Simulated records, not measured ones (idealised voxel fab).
Process module heading - voxel air gaps
Cross-section cut: width 170 nm, square cells of 5 nm.
The cross-sections in this document take the form of a grid made of square cells. They are written out as bands, in order from top to bottom. Each band consists of one or more rows of cells.
Heights first: top, then bottom, in nm. Then materials, left to right, each with a width in nm. "all across" on a single material: fills the band edge to edge. "air": empty space.
Basically, 0 is our baseline, since under it the wafer straight out of the box is all one material. The bottom band has no lower end and keeps on going down, so it looks like "0..down".
The two numbers in a width such as "30..40" mark its ends across the band: the first belongs to the top row of cells, the second to the bottom row, and from each row to the next the width moves by the same amount.
For the purposes of this document, the phrase "no modification" attached to a step denotes that no cell within the cross-section was modified by that step.
Entry "Non-vented voids". Content: empty spaces with no open connection to the top, size 8 cells or greater. Each: width x height at distance. Distance: from left edge. Unit: nm.
Anything after a step's settings on that line? It's the simulator's own note about the step.
overlay nm: for a step with a mask, the amount by which the mask lay right of where it was planned; a negative amount means left of it.
Pairs from here to the end. Each: cross-section before one process step, cross-section after it, the latter only as far down as the lowest band that changed. Under each: the step between, and its settings. Mind that the pairs may be taken from different runs of this module on the same starting wafer; whether a pair continues from the pair above depends on its entry headed "Status before step", and it does only where that entry says so.

### Status before step
> 0..down  Si all across
> Non-vented voids: none

### Step Result
> 15..0  SiO2 all across
> Below 0, no change.
> Non-vented voids: none
Process step separating the two views above: CONFORMAL_DEP: material SiO2, thk nm 15

Status before step: unchanged from the after cross-section in the pair immediately above; refer to that figure.

### Step Result
> 20..15  SiN all across
> Below 15, no change.
> Non-vented voids: none
Process step separating the two views above: CONFORMAL_DEP: material SiN, thk nm 5

Status before step: unchanged from the after cross-section in the pair immediately above; refer to that figure.

### Step Result
> 60..20  SiO2 all across
> Below 20, no change.
> Non-vented voids: none
Process step separating the two views above: DIRECTIONAL_DEP: material SiO2, thk nm 40

Status before step: unchanged from the after cross-section in the pair immediately above; refer to that figure.

### Step Result
> 60..20  20 nm SiO2, then 25 nm air, then 25 nm SiO2, then 25 nm air, then 25 nm SiO2, then 25 nm air, then 25 nm SiO2
> Below 20, no change.
> Non-vented voids: none
Process step separating the two views above: MASKED_ETCH: tone open, mask id LINES, width nm 25, pitch nm 50, etch materials SiO2, depth nm 40, overlay nm 0

Status before step: unchanged from the after cross-section in the pair immediately above; refer to that figure.

### Step Result
> 65..60  25 nm TiN, then 15 nm air, then 35 nm TiN, then 15 nm air, then 35 nm TiN, then 15 nm air, then 30 nm TiN
> 60..25  20 nm SiO2, then 5 nm TiN, then 15 nm air, then 5 nm TiN, then 25 nm SiO2, then 5 nm TiN, then 15 nm air, then 5 nm TiN, then 25 nm SiO2, then 5 nm TiN, then 15 nm air, then 5 nm TiN, then 25 nm SiO2
> 25..20  20 nm SiO2, then 25 nm TiN, then 25 nm SiO2, then 25 nm TiN, then 25 nm SiO2, then 25 nm TiN, then 25 nm SiO2
> Below 20, no change.
> Non-vented voids: none
Process step separating the two views above: CONFORMAL_DEP: material TiN, thk nm 5

Status before step: unchanged from the after cross-section in the pair immediately above; refer to that figure.

### Step Result
> 70..65  W all across
> 65..60  25 nm TiN, then 15 nm W, then 35 nm TiN, then 15 nm W, then 35 nm TiN, then 15 nm W, then 30 nm TiN
> 60..25  20 nm SiO2, then 5 nm TiN, then 15 nm W, then 5 nm TiN, then 25 nm SiO2, then 5 nm TiN, then 15 nm W, then 5 nm TiN, then 25 nm SiO2, then 5 nm TiN, then 15 nm W, then 5 nm TiN, then 25 nm SiO2
> Below 25, no change.
> Non-vented voids: none
Process step separating the two views above: FILL_DEP: material W, thk nm 5

Status before step: unchanged from the after cross-section in the pair immediately above; refer to that figure.

### Step Result
> 60..25  20 nm SiO2, then 5 nm TiN, then 15 nm W, then 5 nm TiN, then 25 nm SiO2, then 5 nm TiN, then 15 nm W, then 5 nm TiN, then 25 nm SiO2, then 5 nm TiN, then 15 nm W, then 5 nm TiN, then 25 nm SiO2
> Below 25, no change.
> Non-vented voids: none
Process step separating the two views above: CMP: height nm 60

Status before step: unchanged from the after cross-section in the pair immediately above; refer to that figure.

### Step Result
> 70..60  10 nm air, then 45 nm Ru, then 5 nm air, then 45 nm Ru, then 5 nm air, then 45 nm Ru, then 15 nm air
> Below 60, no change.
> Non-vented voids: none
Process step separating the two views above: EPI: material Ru, thk nm 10

Status before step: unchanged from the after cross-section in the pair immediately above; refer to that figure.

### Step Result
> 70..60  10 nm air, then 45 nm Ru, then 5 nm air, then 45 nm Ru, then 5 nm air, then 45 nm Ru, then 15 nm air
> 60..25  20 nm air, then 5 nm TiN, then 15 nm W, then 5 nm TiN, then 25 nm air, then 5 nm TiN, then 15 nm W, then 5 nm TiN, then 25 nm air, then 5 nm TiN, then 15 nm W, then 5 nm TiN, then 25 nm air
> 25..20  20 nm air, then 25 nm TiN, then 25 nm air, then 25 nm TiN, then 25 nm air, then 25 nm TiN, then 25 nm air
> Below 20, no change.
> Non-vented voids: none
Process step separating the two views above: SELECTIVE_ETCH: etch materials SiO2, depth nm 50

Status before step: unchanged from the after cross-section in the pair immediately above; refer to that figure.

### Step Result
> 75..70  5 nm air, then 155 nm SiCN, then 10 nm air
> 70..60  5 nm air, then 5 nm SiCN, then 45 nm Ru, then 5 nm SiCN, then 45 nm Ru, then 5 nm SiCN, then 45 nm Ru, then 5 nm SiCN, then 10 nm air
> 60..55  5 nm air, then 15 nm SiCN, then 5 nm TiN, then 15 nm W, then 5 nm TiN, then 25 nm SiCN, then 5 nm TiN, then 15 nm W, then 5 nm TiN, then 25 nm SiCN, then 5 nm TiN, then 15 nm W, then 5 nm TiN, then 15 nm SiCN, then 10 nm air
> 55..25  15 nm air, then 5 nm SiCN, then 5 nm TiN, then 15 nm W, then 5 nm TiN, then 5 nm SiCN, then 15 nm air, then 5 nm SiCN, then 5 nm TiN, then 15 nm W, then 5 nm TiN, then 5 nm SiCN, then 15 nm air, then 5 nm SiCN, then 5 nm TiN, then 15 nm W, then 5 nm TiN, then 5 nm SiCN, then 20 nm air
> 25..20  20 nm SiCN, then 25 nm TiN, then 25 nm SiCN, then 25 nm TiN, then 25 nm SiCN, then 25 nm TiN, then 25 nm SiCN
> Below 20, no change.
> Non-vented voids: 15 x 30 at 50; 15 x 30 at 100
Process step separating the two views above: CONFORMAL_DEP: material SiCN, thk nm 5

### Status before step
> 15..0  SiO2 all across
> 0..down  Si all across
> Non-vented voids: none

### Step Result
> 30..0  SiO2 all across
> Below 0, no change.
> Non-vented voids: none
Process step separating the two views above: CONFORMAL_DEP: material SiO2, thk nm 15

Status before step: unchanged from the after cross-section in the pair immediately above; refer to that figure.

### Step Result
> 35..30  SiN all across
> Below 30, no change.
> Non-vented voids: none
Process step separating the two views above: CONFORMAL_DEP: material SiN, thk nm 5

Status before step: unchanged from the after cross-section in the pair immediately above; refer to that figure.

### Step Result
> 75..35  SiO2 all across
> Below 35, no change.
> Non-vented voids: none
Process step separating the two views above: DIRECTIONAL_DEP: material SiO2, thk nm 40

Status before step: unchanged from the after cross-section in the pair immediately above; refer to that figure.

### Step Result
> 75..35  20 nm SiO2, then 25 nm air, then 25 nm SiO2, then 25 nm air, then 25 nm SiO2, then 25 nm air, then 25 nm SiO2
> Below 35, no change.
> Non-vented voids: none
Process step separating the two views above: MASKED_ETCH: tone open, mask id LINES, width nm 25, pitch nm 50, etch materials SiO2, depth nm 40, overlay nm 0

Status before step: unchanged from the after cross-section in the pair immediately above; refer to that figure.

### Step Result
> 80..75  25 nm TiN, then 15 nm air, then 35 nm TiN, then 15 nm air, then 35 nm TiN, then 15 nm air, then 30 nm TiN
> 75..40  20 nm SiO2, then 5 nm TiN, then 15 nm air, then 5 nm TiN, then 25 nm SiO2, then 5 nm TiN, then 15 nm air, then 5 nm TiN, then 25 nm SiO2, then 5 nm TiN, then 15 nm air, then 5 nm TiN, then 25 nm SiO2
> 40..35  20 nm SiO2, then 25 nm TiN, then 25 nm SiO2, then 25 nm TiN, then 25 nm SiO2, then 25 nm TiN, then 25 nm SiO2
> Below 35, no change.
> Non-vented voids: none
Process step separating the two views above: CONFORMAL_DEP: material TiN, thk nm 5

Status before step: unchanged from the after cross-section in the pair immediately above; refer to that figure.

### Step Result
> 85..80  W all across
> 80..75  25 nm TiN, then 15 nm W, then 35 nm TiN, then 15 nm W, then 35 nm TiN, then 15 nm W, then 30 nm TiN
> 75..40  20 nm SiO2, then 5 nm TiN, then 15 nm W, then 5 nm TiN, then 25 nm SiO2, then 5 nm TiN, then 15 nm W, then 5 nm TiN, then 25 nm SiO2, then 5 nm TiN, then 15 nm W, then 5 nm TiN, then 25 nm SiO2
> Below 40, no change.
> Non-vented voids: none
Process step separating the two views above: FILL_DEP: material W, thk nm 5

Status before step: unchanged from the after cross-section in the pair immediately above; refer to that figure.

### Step Result
> 60..40  20 nm SiO2, then 5 nm TiN, then 15 nm W, then 5 nm TiN, then 25 nm SiO2, then 5 nm TiN, then 15 nm W, then 5 nm TiN, then 25 nm SiO2, then 5 nm TiN, then 15 nm W, then 5 nm TiN, then 25 nm SiO2
> Below 40, no change.
> Non-vented voids: none
Process step separating the two views above: CMP: height nm 60

Status before step: unchanged from the after cross-section in the pair immediately above; refer to that figure.

### Step Result
> 70..60  10 nm air, then 45 nm Ru, then 5 nm air, then 45 nm Ru, then 5 nm air, then 45 nm Ru, then 15 nm air
> Below 60, no change.
> Non-vented voids: none
Process step separating the two views above: EPI: material Ru, thk nm 10

Status before step: unchanged from the after cross-section in the pair immediately above; refer to that figure.

### Step Result
> 70..60  10 nm air, then 45 nm Ru, then 5 nm air, then 45 nm Ru, then 5 nm air, then 45 nm Ru, then 15 nm air
> 60..40  20 nm air, then 5 nm TiN, then 15 nm W, then 5 nm TiN, then 25 nm air, then 5 nm TiN, then 15 nm W, then 5 nm TiN, then 25 nm air, then 5 nm TiN, then 15 nm W, then 5 nm TiN, then 25 nm air
> 40..35  20 nm air, then 25 nm TiN, then 25 nm air, then 25 nm TiN, then 25 nm air, then 25 nm TiN, then 25 nm air
> Below 35, no change.
> Non-vented voids: none
Process step separating the two views above: SELECTIVE_ETCH: etch materials SiO2, depth nm 50

Status before step: unchanged from the after cross-section in the pair immediately above; refer to that figure.

### Step Result
> 75..70  5 nm air, then 155 nm SiCN, then 10 nm air
> 70..60  5 nm air, then 5 nm SiCN, then 45 nm Ru, then 5 nm SiCN, then 45 nm Ru, then 5 nm SiCN, then 45 nm Ru, then 5 nm SiCN, then 10 nm air
> 60..55  5 nm air, then 15 nm SiCN, then 5 nm TiN, then 15 nm W, then 5 nm TiN, then 25 nm SiCN, then 5 nm TiN, then 15 nm W, then 5 nm TiN, then 25 nm SiCN, then 5 nm TiN, then 15 nm W, then 5 nm TiN, then 15 nm SiCN, then 10 nm air
> 55..40  15 nm air, then 5 nm SiCN, then 5 nm TiN, then 15 nm W, then 5 nm TiN, then 5 nm SiCN, then 15 nm air, then 5 nm SiCN, then 5 nm TiN, then 15 nm W, then 5 nm TiN, then 5 nm SiCN, then 15 nm air, then 5 nm SiCN, then 5 nm TiN, then 15 nm W, then 5 nm TiN, then 5 nm SiCN, then 20 nm air
> 40..35  20 nm SiCN, then 25 nm TiN, then 25 nm SiCN, then 25 nm TiN, then 25 nm SiCN, then 25 nm TiN, then 25 nm SiCN
> Below 35, no change.
> Non-vented voids: 15 x 15 at 50; 15 x 15 at 100
Process step separating the two views above: CONFORMAL_DEP: material SiCN, thk nm 5

### Status before step
> 0..down  Si all across
> Non-vented voids: none

### Step Result
> 5..0  SiN all across
> Below 0, no change.
> Non-vented voids: none
Process step separating the two views above: CONFORMAL_DEP: material SiN, thk nm 5

Status before step: unchanged from the after cross-section in the pair immediately above; refer to that figure.

### Step Result
> 20..5  SiO2 all across
> Below 5, no change.
> Non-vented voids: none
Process step separating the two views above: CONFORMAL_DEP: material SiO2, thk nm 15

Status before step: unchanged from the after cross-section in the pair immediately above; refer to that figure.

### Step Result
> 60..5  SiO2 all across
> Below 5, no change.
> Non-vented voids: none
Process step separating the two views above: DIRECTIONAL_DEP: material SiO2, thk nm 40

Status before step: unchanged from the after cross-section in the pair immediately above; refer to that figure.

### Step Result
> 60..20  20 nm SiO2, then 25 nm air, then 25 nm SiO2, then 25 nm air, then 25 nm SiO2, then 25 nm air, then 25 nm SiO2
> Below 20, no change.
> Non-vented voids: none
Process step separating the two views above: MASKED_ETCH: tone open, mask id LINES, width nm 25, pitch nm 50, etch materials SiO2, depth nm 40, overlay nm 0

Status before step: unchanged from the after cross-section in the pair immediately above; refer to that figure.

### Step Result
> 65..60  25 nm TiN, then 15 nm air, then 35 nm TiN, then 15 nm air, then 35 nm TiN, then 15 nm air, then 30 nm TiN
> 60..25  20 nm SiO2, then 5 nm TiN, then 15 nm air, then 5 nm TiN, then 25 nm SiO2, then 5 nm TiN, then 15 nm air, then 5 nm TiN, then 25 nm SiO2, then 5 nm TiN, then 15 nm air, then 5 nm TiN, then 25 nm SiO2
> 25..20  20 nm SiO2, then 25 nm TiN, then 25 nm SiO2, then 25 nm TiN, then 25 nm SiO2, then 25 nm TiN, then 25 nm SiO2
> Below 20, no change.
> Non-vented voids: none
Process step separating the two views above: CONFORMAL_DEP: material TiN, thk nm 5

Status before step: unchanged from the after cross-section in the pair immediately above; refer to that figure.

### Step Result
> 70..65  W all across
> 65..60  25 nm TiN, then 15 nm W, then 35 nm TiN, then 15 nm W, then 35 nm TiN, then 15 nm W, then 30 nm TiN
> 60..25  20 nm SiO2, then 5 nm TiN, then 15 nm W, then 5 nm TiN, then 25 nm SiO2, then 5 nm TiN, then 15 nm W, then 5 nm TiN, then 25 nm SiO2, then 5 nm TiN, then 15 nm W, then 5 nm TiN, then 25 nm SiO2
> Below 25, no change.
> Non-vented voids: none
Process step separating the two views above: FILL_DEP: material W, thk nm 5

Status before step: unchanged from the after cross-section in the pair immediately above; refer to that figure.

### Step Result
> 60..25  20 nm SiO2, then 5 nm TiN, then 15 nm W, then 5 nm TiN, then 25 nm SiO2, then 5 nm TiN, then 15 nm W, then 5 nm TiN, then 25 nm SiO2, then 5 nm TiN, then 15 nm W, then 5 nm TiN, then 25 nm SiO2
> Below 25, no change.
> Non-vented voids: none
Process step separating the two views above: CMP: height nm 60

Status before step: unchanged from the after cross-section in the pair immediately above; refer to that figure.

### Step Result
> 70..60  10 nm air, then 45 nm Ru, then 5 nm air, then 45 nm Ru, then 5 nm air, then 45 nm Ru, then 15 nm air
> Below 60, no change.
> Non-vented voids: none
Process step separating the two views above: EPI: material Ru, thk nm 10

Status before step: unchanged from the after cross-section in the pair immediately above; refer to that figure.

### Step Result
> 70..60  10 nm air, then 45 nm Ru, then 5 nm air, then 45 nm Ru, then 5 nm air, then 45 nm Ru, then 15 nm air
> 60..25  20 nm air, then 5 nm TiN, then 15 nm W, then 5 nm TiN, then 25 nm air, then 5 nm TiN, then 15 nm W, then 5 nm TiN, then 25 nm air, then 5 nm TiN, then 15 nm W, then 5 nm TiN, then 25 nm air
> 25..20  20 nm air, then 25 nm TiN, then 25 nm air, then 25 nm TiN, then 25 nm air, then 25 nm TiN, then 25 nm air
> 20..10  30 nm air, then 5 nm SiO2, then 45 nm air, then 5 nm SiO2, then 45 nm air, then 5 nm SiO2, then 35 nm air
> Below 10, no change.
> Non-vented voids: none
Process step separating the two views above: SELECTIVE_ETCH: etch materials SiO2, depth nm 50

Status before step: unchanged from the after cross-section in the pair immediately above; refer to that figure.

### Step Result
> 75..70  5 nm air, then 155 nm SiCN, then 10 nm air
> 70..60  5 nm air, then 5 nm SiCN, then 45 nm Ru, then 5 nm SiCN, then 45 nm Ru, then 5 nm SiCN, then 45 nm Ru, then 5 nm SiCN, then 10 nm air
> 60..55  5 nm air, then 15 nm SiCN, then 5 nm TiN, then 15 nm W, then 5 nm TiN, then 25 nm SiCN, then 5 nm TiN, then 15 nm W, then 5 nm TiN, then 25 nm SiCN, then 5 nm TiN, then 15 nm W, then 5 nm TiN, then 15 nm SiCN, then 10 nm air
> 55..25  15 nm air, then 5 nm SiCN, then 5 nm TiN, then 15 nm W, then 5 nm TiN, then 5 nm SiCN, then 15 nm air, then 5 nm SiCN, then 5 nm TiN, then 15 nm W, then 5 nm TiN, then 5 nm SiCN, then 15 nm air, then 5 nm SiCN, then 5 nm TiN, then 15 nm W, then 5 nm TiN, then 5 nm SiCN, then 20 nm air
> 25..20  15 nm air, then 5 nm SiCN, then 25 nm TiN, then 5 nm SiCN, then 15 nm air, then 5 nm SiCN, then 25 nm TiN, then 5 nm SiCN, then 15 nm air, then 5 nm SiCN, then 25 nm TiN, then 5 nm SiCN, then 20 nm air
> 20..15  15 nm air, then 15 nm SiCN, then 5 nm SiO2, then 15 nm SiCN, then 15 nm air, then 15 nm SiCN, then 5 nm SiO2, then 15 nm SiCN, then 15 nm air, then 15 nm SiCN, then 5 nm SiO2, then 15 nm SiCN, then 20 nm air
> 15..10  30 nm SiCN, then 5 nm SiO2, then 45 nm SiCN, then 5 nm SiO2, then 45 nm SiCN, then 5 nm SiO2, then 35 nm SiCN
> Below 10, no change.
> Non-vented voids: 15 x 40 at 50; 15 x 40 at 100
Process step separating the two views above: CONFORMAL_DEP: material SiCN, thk nm 5

### Status before step
> 70..65  W all across
> 65..60  25 nm TiN, then 15 nm W, then 35 nm TiN, then 15 nm W, then 35 nm TiN, then 15 nm W, then 30 nm TiN
> 60..25  20 nm SiO2, then 5 nm TiN, then 15 nm W, then 5 nm TiN, then 25 nm SiO2, then 5 nm TiN, then 15 nm W, then 5 nm TiN, then 25 nm SiO2, then 5 nm TiN, then 15 nm W, then 5 nm TiN, then 25 nm SiO2
> 25..20  20 nm SiO2, then 25 nm TiN, then 25 nm SiO2, then 25 nm TiN, then 25 nm SiO2, then 25 nm TiN, then 25 nm SiO2
> 20..15  SiN all across
> 15..0  SiO2 all across
> 0..down  Si all across
> Non-vented voids: none

### Step Result
> 55..25  20 nm SiO2, then 5 nm TiN, then 15 nm W, then 5 nm TiN, then 25 nm SiO2, then 5 nm TiN, then 15 nm W, then 5 nm TiN, then 25 nm SiO2, then 5 nm TiN, then 15 nm W, then 5 nm TiN, then 25 nm SiO2
> Below 25, no change.
> Non-vented voids: none
Process step separating the two views above: CMP: height nm 55

Status before step: unchanged from the after cross-section in the pair immediately above; refer to that figure.

### Step Result
> 65..55  10 nm air, then 45 nm Ru, then 5 nm air, then 45 nm Ru, then 5 nm air, then 45 nm Ru, then 15 nm air
> Below 55, no change.
> Non-vented voids: none
Process step separating the two views above: EPI: material Ru, thk nm 10

Status before step: unchanged from the after cross-section in the pair immediately above; refer to that figure.

### Step Result
> 65..55  10 nm air, then 45 nm Ru, then 5 nm air, then 45 nm Ru, then 5 nm air, then 45 nm Ru, then 15 nm air
> 55..25  20 nm air, then 5 nm TiN, then 15 nm W, then 5 nm TiN, then 25 nm air, then 5 nm TiN, then 15 nm W, then 5 nm TiN, then 25 nm air, then 5 nm TiN, then 15 nm W, then 5 nm TiN, then 25 nm air
> 25..20  20 nm air, then 25 nm TiN, then 25 nm air, then 25 nm TiN, then 25 nm air, then 25 nm TiN, then 25 nm air
> Below 20, no change.
> Non-vented voids: none
Process step separating the two views above: SELECTIVE_ETCH: etch materials SiO2, depth nm 50

Status before step: unchanged from the after cross-section in the pair immediately above; refer to that figure.

### Step Result
> 70..65  5 nm air, then 155 nm SiCN, then 10 nm air
> 65..55  5 nm air, then 5 nm SiCN, then 45 nm Ru, then 5 nm SiCN, then 45 nm Ru, then 5 nm SiCN, then 45 nm Ru, then 5 nm SiCN, then 10 nm air
> 55..50  5 nm air, then 15 nm SiCN, then 5 nm TiN, then 15 nm W, then 5 nm TiN, then 25 nm SiCN, then 5 nm TiN, then 15 nm W, then 5 nm TiN, then 25 nm SiCN, then 5 nm TiN, then 15 nm W, then 5 nm TiN, then 15 nm SiCN, then 10 nm air
> 50..25  15 nm air, then 5 nm SiCN, then 5 nm TiN, then 15 nm W, then 5 nm TiN, then 5 nm SiCN, then 15 nm air, then 5 nm SiCN, then 5 nm TiN, then 15 nm W, then 5 nm TiN, then 5 nm SiCN, then 15 nm air, then 5 nm SiCN, then 5 nm TiN, then 15 nm W, then 5 nm TiN, then 5 nm SiCN, then 20 nm air
> 25..20  20 nm SiCN, then 25 nm TiN, then 25 nm SiCN, then 25 nm TiN, then 25 nm SiCN, then 25 nm TiN, then 25 nm SiCN
> Below 20, no change.
> Non-vented voids: 15 x 25 at 50; 15 x 25 at 100
Process step separating the two views above: CONFORMAL_DEP: material SiCN, thk nm 5

### Status before step
> 60..20  SiO2 all across
> 20..15  SiN all across
> 15..0  SiO2 all across
> 0..down  Si all across
> Non-vented voids: none

### Step Result
> 60..20  25 nm SiO2, then 15 nm air, then 35 nm SiO2, then 15 nm air, then 35 nm SiO2, then 15 nm air, then 30 nm SiO2
> Below 20, no change.
> Non-vented voids: none
Process step separating the two views above: MASKED_ETCH: tone open, mask id LINES, width nm 15, pitch nm 50, etch materials SiO2, depth nm 40, overlay nm 0

Status before step: unchanged from the after cross-section in the pair immediately above; refer to that figure.

### Step Result
> 65..60  30 nm TiN, then 5 nm air, then 45 nm TiN, then 5 nm air, then 45 nm TiN, then 5 nm air, then 35 nm TiN
> 60..25  25 nm SiO2, then 5 nm TiN, then 5 nm air, then 5 nm TiN, then 35 nm SiO2, then 5 nm TiN, then 5 nm air, then 5 nm TiN, then 35 nm SiO2, then 5 nm TiN, then 5 nm air, then 5 nm TiN, then 30 nm SiO2
> 25..20  25 nm SiO2, then 15 nm TiN, then 35 nm SiO2, then 15 nm TiN, then 35 nm SiO2, then 15 nm TiN, then 30 nm SiO2
> Below 20, no change.
> Non-vented voids: none
Process step separating the two views above: CONFORMAL_DEP: material TiN, thk nm 5

Status before step: unchanged from the after cross-section in the pair immediately above; refer to that figure.

### Step Result
> 70..65  W all across
> 65..60  30 nm TiN, then 5 nm W, then 45 nm TiN, then 5 nm W, then 45 nm TiN, then 5 nm W, then 35 nm TiN
> 60..25  25 nm SiO2, then 5 nm TiN, then 5 nm W, then 5 nm TiN, then 35 nm SiO2, then 5 nm TiN, then 5 nm W, then 5 nm TiN, then 35 nm SiO2, then 5 nm TiN, then 5 nm W, then 5 nm TiN, then 30 nm SiO2
> Below 25, no change.
> Non-vented voids: none
Process step separating the two views above: FILL_DEP: material W, thk nm 5

Status before step: unchanged from the after cross-section in the pair immediately above; refer to that figure.

### Step Result
> 60..25  25 nm SiO2, then 5 nm TiN, then 5 nm W, then 5 nm TiN, then 35 nm SiO2, then 5 nm TiN, then 5 nm W, then 5 nm TiN, then 35 nm SiO2, then 5 nm TiN, then 5 nm W, then 5 nm TiN, then 30 nm SiO2
> Below 25, no change.
> Non-vented voids: none
Process step separating the two views above: CMP: height nm 60

Status before step: unchanged from the after cross-section in the pair immediately above; refer to that figure.

### Step Result
> 70..60  15 nm air, then 35 nm Ru, then 15 nm air, then 35 nm Ru, then 15 nm air, then 35 nm Ru, then 20 nm air
> Below 60, no change.
> Non-vented voids: none
Process step separating the two views above: EPI: material Ru, thk nm 10

Status before step: unchanged from the after cross-section in the pair immediately above; refer to that figure.

### Step Result
> 70..60  15 nm air, then 35 nm Ru, then 15 nm air, then 35 nm Ru, then 15 nm air, then 35 nm Ru, then 20 nm air
> 60..25  25 nm air, then 5 nm TiN, then 5 nm W, then 5 nm TiN, then 35 nm air, then 5 nm TiN, then 5 nm W, then 5 nm TiN, then 35 nm air, then 5 nm TiN, then 5 nm W, then 5 nm TiN, then 30 nm air
> 25..20  25 nm air, then 15 nm TiN, then 35 nm air, then 15 nm TiN, then 35 nm air, then 15 nm TiN, then 30 nm air
> Below 20, no change.
> Non-vented voids: none
Process step separating the two views above: SELECTIVE_ETCH: etch materials SiO2, depth nm 50

Status before step: unchanged from the after cross-section in the pair immediately above; refer to that figure.

### Step Result
> 75..70  10 nm air, then 45 nm SiCN, then 5 nm air, then 45 nm SiCN, then 5 nm air, then 45 nm SiCN, then 15 nm air
> 70..60  10 nm air, then 5 nm SiCN, then 35 nm Ru, then 5 nm SiCN, then 5 nm air, then 5 nm SiCN, then 35 nm Ru, then 5 nm SiCN, then 5 nm air, then 5 nm SiCN, then 35 nm Ru, then 5 nm SiCN, then 15 nm air
> 60..55  10 nm air, then 15 nm SiCN, then 5 nm TiN, then 5 nm W, then 5 nm TiN, then 15 nm SiCN, then 5 nm air, then 15 nm SiCN, then 5 nm TiN, then 5 nm W, then 5 nm TiN, then 15 nm SiCN, then 5 nm air, then 15 nm SiCN, then 5 nm TiN, then 5 nm W, then 5 nm TiN, then 15 nm SiCN, then 15 nm air
> 55..25  20 nm air, then 5 nm SiCN, then 5 nm TiN, then 5 nm W, then 5 nm TiN, then 5 nm SiCN, then 25 nm air, then 5 nm SiCN, then 5 nm TiN, then 5 nm W, then 5 nm TiN, then 5 nm SiCN, then 25 nm air, then 5 nm SiCN, then 5 nm TiN, then 5 nm W, then 5 nm TiN, then 5 nm SiCN, then 25 nm air
> 25..20  25 nm SiCN, then 15 nm TiN, then 35 nm SiCN, then 15 nm TiN, then 35 nm SiCN, then 15 nm TiN, then 30 nm SiCN
> Below 20, no change.
> Non-vented voids: none
Process step separating the two views above: CONFORMAL_DEP: material SiCN, thk nm 5

### Status before step
> 60..20  SiO2 all across
> 20..15  SiN all across
> 15..0  SiO2 all across
> 0..down  Si all across
> Non-vented voids: none

### Step Result
> 60..20  30 nm SiO2, then 25 nm air, then 25 nm SiO2, then 25 nm air, then 25 nm SiO2, then 25 nm air, then 15 nm SiO2
> Below 20, no change.
> Non-vented voids: none
Process step separating the two views above: MASKED_ETCH: tone open, mask id LINES, width nm 25, pitch nm 50, etch materials SiO2, depth nm 40, overlay nm 10

Status before step: unchanged from the after cross-section in the pair immediately above; refer to that figure.

### Step Result
> 65..60  35 nm TiN, then 15 nm air, then 35 nm TiN, then 15 nm air, then 35 nm TiN, then 15 nm air, then 20 nm TiN
> 60..25  30 nm SiO2, then 5 nm TiN, then 15 nm air, then 5 nm TiN, then 25 nm SiO2, then 5 nm TiN, then 15 nm air, then 5 nm TiN, then 25 nm SiO2, then 5 nm TiN, then 15 nm air, then 5 nm TiN, then 15 nm SiO2
> 25..20  30 nm SiO2, then 25 nm TiN, then 25 nm SiO2, then 25 nm TiN, then 25 nm SiO2, then 25 nm TiN, then 15 nm SiO2
> Below 20, no change.
> Non-vented voids: none
Process step separating the two views above: CONFORMAL_DEP: material TiN, thk nm 5

Status before step: unchanged from the after cross-section in the pair immediately above; refer to that figure.

### Step Result
> 70..65  W all across
> 65..60  35 nm TiN, then 15 nm W, then 35 nm TiN, then 15 nm W, then 35 nm TiN, then 15 nm W, then 20 nm TiN
> 60..25  30 nm SiO2, then 5 nm TiN, then 15 nm W, then 5 nm TiN, then 25 nm SiO2, then 5 nm TiN, then 15 nm W, then 5 nm TiN, then 25 nm SiO2, then 5 nm TiN, then 15 nm W, then 5 nm TiN, then 15 nm SiO2
> Below 25, no change.
> Non-vented voids: none
Process step separating the two views above: FILL_DEP: material W, thk nm 5

Status before step: unchanged from the after cross-section in the pair immediately above; refer to that figure.

### Step Result
> 60..25  30 nm SiO2, then 5 nm TiN, then 15 nm W, then 5 nm TiN, then 25 nm SiO2, then 5 nm TiN, then 15 nm W, then 5 nm TiN, then 25 nm SiO2, then 5 nm TiN, then 15 nm W, then 5 nm TiN, then 15 nm SiO2
> Below 25, no change.
> Non-vented voids: none
Process step separating the two views above: CMP: height nm 60

Status before step: unchanged from the after cross-section in the pair immediately above; refer to that figure.

### Step Result
> 70..60  20 nm air, then 45 nm Ru, then 5 nm air, then 45 nm Ru, then 5 nm air, then 45 nm Ru, then 5 nm air
> Below 60, no change.
> Non-vented voids: none
Process step separating the two views above: EPI: material Ru, thk nm 10

Status before step: unchanged from the after cross-section in the pair immediately above; refer to that figure.

### Step Result
> 70..60  20 nm air, then 45 nm Ru, then 5 nm air, then 45 nm Ru, then 5 nm air, then 45 nm Ru, then 5 nm air
> 60..25  30 nm air, then 5 nm TiN, then 15 nm W, then 5 nm TiN, then 25 nm air, then 5 nm TiN, then 15 nm W, then 5 nm TiN, then 25 nm air, then 5 nm TiN, then 15 nm W, then 5 nm TiN, then 15 nm air
> 25..20  30 nm air, then 25 nm TiN, then 25 nm air, then 25 nm TiN, then 25 nm air, then 25 nm TiN, then 15 nm air
> Below 20, no change.
> Non-vented voids: none
Process step separating the two views above: SELECTIVE_ETCH: etch materials SiO2, depth nm 50

Status before step: unchanged from the after cross-section in the pair immediately above; refer to that figure.

### Step Result
> 75..70  15 nm air, then 155 nm SiCN
> 70..60  15 nm air, then 5 nm SiCN, then 45 nm Ru, then 5 nm SiCN, then 45 nm Ru, then 5 nm SiCN, then 45 nm Ru, then 5 nm SiCN
> 60..55  15 nm air, then 15 nm SiCN, then 5 nm TiN, then 15 nm W, then 5 nm TiN, then 25 nm SiCN, then 5 nm TiN, then 15 nm W, then 5 nm TiN, then 25 nm SiCN, then 5 nm TiN, then 15 nm W, then 5 nm TiN, then 15 nm SiCN
> 55..25  25 nm air, then 5 nm SiCN, then 5 nm TiN, then 15 nm W, then 5 nm TiN, then 5 nm SiCN, then 15 nm air, then 5 nm SiCN, then 5 nm TiN, then 15 nm W, then 5 nm TiN, then 5 nm SiCN, then 15 nm air, then 5 nm SiCN, then 5 nm TiN, then 15 nm W, then 5 nm TiN, then 5 nm SiCN, then 10 nm air
> 25..20  30 nm SiCN, then 25 nm TiN, then 25 nm SiCN, then 25 nm TiN, then 25 nm SiCN, then 25 nm TiN, then 15 nm SiCN
> Below 20, no change.
> Non-vented voids: 15 x 30 at 60; 15 x 30 at 110; 10 x 30 at 160
Process step separating the two views above: CONFORMAL_DEP: material SiCN, thk nm 5
